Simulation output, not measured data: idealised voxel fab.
voxel ribs on slabs: a process module
Cross-sectional view cut (width: 145 nm; square cell size: 5 nm).
How to read a cross-section here: the picture is a grid of square cells, written as bands going from the top down, and any band can span one or more rows of cells. Within each band entry, the heights of the top and of the bottom of the band appear first, in that order and in nm; the materials of the band then follow from left to right, each with its corresponding width in nm. The designation "edge to edge" on a single material indicates that it fills the band from edge to edge; the designation "empty" indicates empty space. It should be noted that heights are counted from 0, beneath which the wafer as supplied is of one material throughout, and that the lowest band possesses no lower boundary but continues downward, as written in "0 down". Width: "30 to 40" (first number = top row, second number = bottom row, same change from row to row of cells). The designation "same as before", where it is given for a processing step, indicates that no cell of the cross-section was altered in the course of that step. The entry titled "Internal closed voids" provides the empty spaces that have no open way to the top, restricted to those of 8 cells or more. Each is presented as width x height at distance, the distance being measured from the left edge, with all three in nm. Step line, after settings: the simulator's comment on this step. For masked steps, "overlay nm" on the step line gives how far right of plan the mask actually lay; a minus sign means it lay to the left.
This section lists the process steps that were planned
step 1: op RECEIVE | material Si
step 2: op DIRECTIONAL_DEP | material SiO2 | thk nm 30
step 3: op DIRECTIONAL_DEP | material polySi | thk nm 15
step 4: op MASKED_ETCH | tone cover | mask id RIB | width nm 25 | etch materials polySi | depth nm 5 | overlay nm 0
step 5: op PATTERN | tone cover | mask id SLAB | material resist | width nm 65 | thk nm 20 | overlay nm 0
step 6: op DIRECTIONAL_ETCH | etch materials polySi | depth nm 10
step 7: op STRIP | etch materials resist
step 8: op FILL_DEP | material SiO2 | thk nm 30
step 9: op CMP | height nm 65
step 10: op DIRECTIONAL_DEP | material TiN | thk nm 10
step 11: op PATTERN | tone cover | mask id HEATER | material resist | width nm 35 | thk nm 15 | overlay nm 0
step 12: op DIRECTIONAL_ETCH | etch materials TiN | depth nm 10
step 13: op STRIP | etch materials resist
step 14: op CONFORMAL_DEP | material SiO2 | thk nm 5
So, the first of our two wafers, run just as we planned it
Step 1 complete: cross-section of the wafer as received
> 0 down = Si edge to edge
> Internal closed voids: none
Step 2 done - wafer cross-section
> 30 to 0 = SiO2 edge to edge
> All layers under 0 are left as they were.
Step 3 done - wafer cross-section
> 45 to 30 = polySi edge to edge
> All layers under 30 are left as they were.
Step 4 done - wafer cross-section
> 45 to 40 = empty=60, then polySi=25, then empty=60
> All layers under 40 are left as they were.
Step 5 done - wafer cross-section
> 65 to 45 = empty=40, then resist=65, then empty=40
> 45 to 40 = empty=40, then resist=20, then polySi=25, then resist=20, then empty=40
> All layers under 40 are left as they were.
Step 6 done - wafer cross-section
> 65 to 45 = empty=40, then resist=65, then empty=40
> 45 to 40 = empty=40, then resist=20, then polySi=25, then resist=20, then empty=40
> 40 to 30 = empty=40, then polySi=65, then empty=40
> All layers under 30 are left as they were.
Step 7 done - wafer cross-section
> 45 to 40 = empty=60, then polySi=25, then empty=60
> All layers under 40 are left as they were.
Step 8 done - wafer cross-section
> 75 to 45 = SiO2 edge to edge
> 45 to 40 = SiO2=60, then polySi=25, then SiO2=60
> 40 to 30 = SiO2=40, then polySi=65, then SiO2=40
> All layers under 30 are left as they were.
Step 9 done - wafer cross-section
> 65 to 45 = SiO2 edge to edge
> All layers under 45 are left as they were.
Step 10 done - wafer cross-section
> 75 to 65 = TiN edge to edge
> All layers under 65 are left as they were.
Step 11 done - wafer cross-section
> 90 to 75 = empty=55, then resist=35, then empty=55
> All layers under 75 are left as they were.
Step 12 done - wafer cross-section
> 90 to 75 = empty=55, then resist=35, then empty=55
> 75 to 65 = empty=55, then TiN=35, then empty=55
> All layers under 65 are left as they were.
Step 13 done - wafer cross-section
> 75 to 65 = empty=55, then TiN=35, then empty=55
> All layers under 65 are left as they were.
Step 14 done - wafer cross-section
> 80 to 75 = empty=50, then SiO2=45, then empty=50
> 75 to 70 = empty=50, then SiO2=5, then TiN=35, then SiO2=5, then empty=50
> 70 to 65 = SiO2=55, then TiN=35, then SiO2=55
> All layers under 65 are left as they were.
Wafer two: like wafer one in start and plan, but with one mistake in execution; identical up to and including step 3
When step 4 should have ended
> 45 to 40 = empty=65, then polySi=25, then empty=55
> All layers under 40 are left as they were.
When step 5 should have ended
> 65 to 45 = empty=40, then resist=65, then empty=40
> 45 to 40 = empty=40, then resist=25, then polySi=25, then resist=15, then empty=40
> All layers under 40 are left as they were.
When step 6 should have ended
> 65 to 45 = empty=40, then resist=65, then empty=40
> 45 to 40 = empty=40, then resist=25, then polySi=25, then resist=15, then empty=40
> 40 to 30 = empty=40, then polySi=65, then empty=40
> All layers under 30 are left as they were.
When step 7 should have ended
> 45 to 40 = empty=65, then polySi=25, then empty=55
> All layers under 40 are left as they were.
When step 8 should have ended
> 75 to 45 = SiO2 edge to edge
> 45 to 40 = SiO2=65, then polySi=25, then SiO2=55
> 40 to 30 = SiO2=40, then polySi=65, then SiO2=40
> All layers under 30 are left as they were.
When step 9 should have ended
> 65 to 45 = SiO2 edge to edge
> All layers under 45 are left as they were.
When step 10 should have ended
> 75 to 65 = TiN edge to edge
> All layers under 65 are left as they were.
When step 11 should have ended
> 90 to 75 = empty=55, then resist=35, then empty=55
> All layers under 75 are left as they were.
When step 12 should have ended
> 90 to 75 = empty=55, then resist=35, then empty=55
> 75 to 65 = empty=55, then TiN=35, then empty=55
> All layers under 65 are left as they were.
When step 13 should have ended
> 75 to 65 = empty=55, then TiN=35, then empty=55
> All layers under 65 are left as they were.
When step 14 should have ended
> 80 to 75 = empty=50, then SiO2=45, then empty=50
> 75 to 70 = empty=50, then SiO2=5, then TiN=35, then SiO2=5, then empty=50
> 70 to 65 = SiO2=55, then TiN=35, then SiO2=55
> All layers under 65 are left as they were.
What went wrong in running the wafer? it should be noted that step 4 was executed with settings other than those planned, the operation and settings actually applied being op MASKED_ETCH | tone cover | mask id RIB | width nm 25 | etch materials polySi | depth nm 5 | overlay nm 5
Comparing end states, the material composition by cell count is preserved from the first wafer to the second, while the locations of the cells are not.
